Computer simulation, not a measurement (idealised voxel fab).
process module | voxel gate over fins
cross-section cut | 200 nm wide | cells 5 nm
A cross-section is a grid of square cells, given in bands from the top down. A band is one or more rows of cells.
Each band's line starts with the height of the band's top and of its bottom, in nm. Then come its materials from left to right, each with its width in nm. One material with "throughout" fills the band from edge to edge. "air" is empty space.
Height 0 is the level under which the wafer as received is all one material. The lowest band goes on downwards, as in "0 down".
A width such as "30 to 40" changes by the same amount from each row of cells to the next, from the band's top row to its bottom row.
"no change" after a step means that no cell of the cross-section changed.
closed voids: empty space of 8 cells or more with no open way to the top, each as width x height at its distance from the left edge, in nm
after a step's settings: what the simulator itself notes on the step
overlay nm, on a step with a mask: how far to the right of its planned place the mask lay; to the left if negative
plan
1 op RECEIVE | material Si
2 op CONFORMAL_DEP | material SiN | thk nm 5
3 op PATTERN | tone cover | mask id FINS | material resist | width nm 15 | pitch nm 50 | thk nm 15 | overlay nm 0
4 op DIRECTIONAL_ETCH | etch materials SiN | depth nm 5
5 op DIRECTIONAL_ETCH | etch materials Si | depth nm 30
6 op STRIP | etch materials resist
7 op FILL_DEP | material SiO2 | thk nm 15
8 op CMP | height nm 5
9 op MASKED_ETCH | tone open | mask id RAIL | width nm 15 | etch materials SiO2 | depth nm 30 | overlay nm 0
10 op CONFORMAL_DEP | material TiN | thk nm 5
11 op FILL_DEP | material W | thk nm 5
12 op CMP | height nm 5
13 op SELECTIVE_ETCH | etch materials W Ru TiN | depth nm 25
14 op FILL_DEP | material SiO2 | thk nm 5
15 op CMP | height nm 5
16 op SELECTIVE_ETCH | etch materials SiO2 | depth nm 15
17 op STRIP | etch materials SiN
18 op CONFORMAL_DEP | material HfO2 | thk nm 5
19 op CONFORMAL_DEP | material TiN | thk nm 5
20 op FILL_DEP | material W | thk nm 15
21 op CMP | height nm 20
22 op CONFORMAL_DEP | material SiN | thk nm 5
varied across the wafers: width nm of step 9. The plan shows the first wafer's value. All wafers start alike
first wafer as received, after step 1
  0 down: Si throughout
  closed voids: none
first wafer at the end, after step 22
  25 to 20: SiN throughout
  20 to 10: W throughout
  10 to 5: W 5 | TiN 35 | W 15 | TiN 35 | W 15 | TiN 35 | W 15 | TiN 35 | W 10
  5 to 0: W 5 | TiN 5 | HfO2 25 | TiN 5 | W 15 | TiN 5 | HfO2 25 | TiN 5 | W 15 | TiN 5 | HfO2 25 | TiN 5 | W 15 | TiN 5 | HfO2 25 | TiN 5 | W 10
  0 to -5: TiN 10 | HfO2 5 | Si 15 | HfO2 5 | TiN 25 | HfO2 5 | Si 15 | HfO2 5 | TiN 25 | HfO2 5 | Si 15 | HfO2 5 | TiN 25 | HfO2 5 | Si 15 | HfO2 5 | TiN 15
  -5 to -10: HfO2 15 | Si 15 | HfO2 35 | Si 15 | HfO2 35 | Si 15 | HfO2 35 | Si 15 | HfO2 20
  -10 to -20: SiO2 15 | Si 15 | SiO2 35 | Si 15 | SiO2 35 | Si 15 | SiO2 35 | Si 15 | SiO2 20
  -20 to -25: SiO2 15 | Si 15 | SiO2 10 | TiN 15 | SiO2 10 | Si 15 | SiO2 35 | Si 15 | SiO2 35 | Si 15 | SiO2 20
  -25 to -30: SiO2 15 | Si 15 | SiO2 35 | Si 15 | SiO2 35 | Si 15 | SiO2 35 | Si 15 | SiO2 20
  -30 down: Si throughout
  closed voids: none
last wafer at the end
  25 to 20: SiN throughout
  20 to 10: W throughout
  10 to 5: W 5 | TiN 35 | W 15 | TiN 35 | W 15 | TiN 35 | W 15 | TiN 35 | W 10
  5 to 0: W 5 | TiN 5 | HfO2 25 | TiN 5 | W 15 | TiN 5 | HfO2 25 | TiN 5 | W 15 | TiN 5 | HfO2 25 | TiN 5 | W 15 | TiN 5 | HfO2 25 | TiN 5 | W 10
  0 to -5: TiN 10 | HfO2 5 | Si 15 | HfO2 5 | TiN 25 | HfO2 5 | Si 15 | HfO2 5 | TiN 25 | HfO2 5 | Si 15 | HfO2 5 | TiN 25 | HfO2 5 | Si 15 | HfO2 5 | TiN 15
  -5 to -10: HfO2 15 | Si 15 | HfO2 35 | Si 15 | HfO2 35 | Si 15 | HfO2 35 | Si 15 | HfO2 20
  -10 to -20: SiO2 15 | Si 15 | SiO2 35 | Si 15 | SiO2 35 | Si 15 | SiO2 35 | Si 15 | SiO2 20
  -20 to -25: SiO2 15 | Si 15 | SiO2 5 | TiN 30 | Si 15 | SiO2 35 | Si 15 | SiO2 35 | Si 15 | SiO2 20
  -25 to -30: SiO2 15 | Si 15 | SiO2 35 | Si 15 | SiO2 35 | Si 15 | SiO2 35 | Si 15 | SiO2 20
  -30 down: Si throughout
  closed voids: none
each wafer at the end: cells of each material gained (+) or lost (-) since it was received, then its closed voids
width nm 15 | +56 HfO2 | -168 Si | +40 SiN | +109 SiO2 | +59 TiN | +104 W | closed voids: none
width nm 20 | +56 HfO2 | -168 Si | +40 SiN | +108 SiO2 | +60 TiN | +104 W | closed voids: none
width nm 25 | +56 HfO2 | -168 Si | +40 SiN | +107 SiO2 | +61 TiN | +104 W | closed voids: none
width nm 30 | +56 HfO2 | -168 Si | +40 SiN | +106 SiO2 | +62 TiN | +104 W | closed voids: none
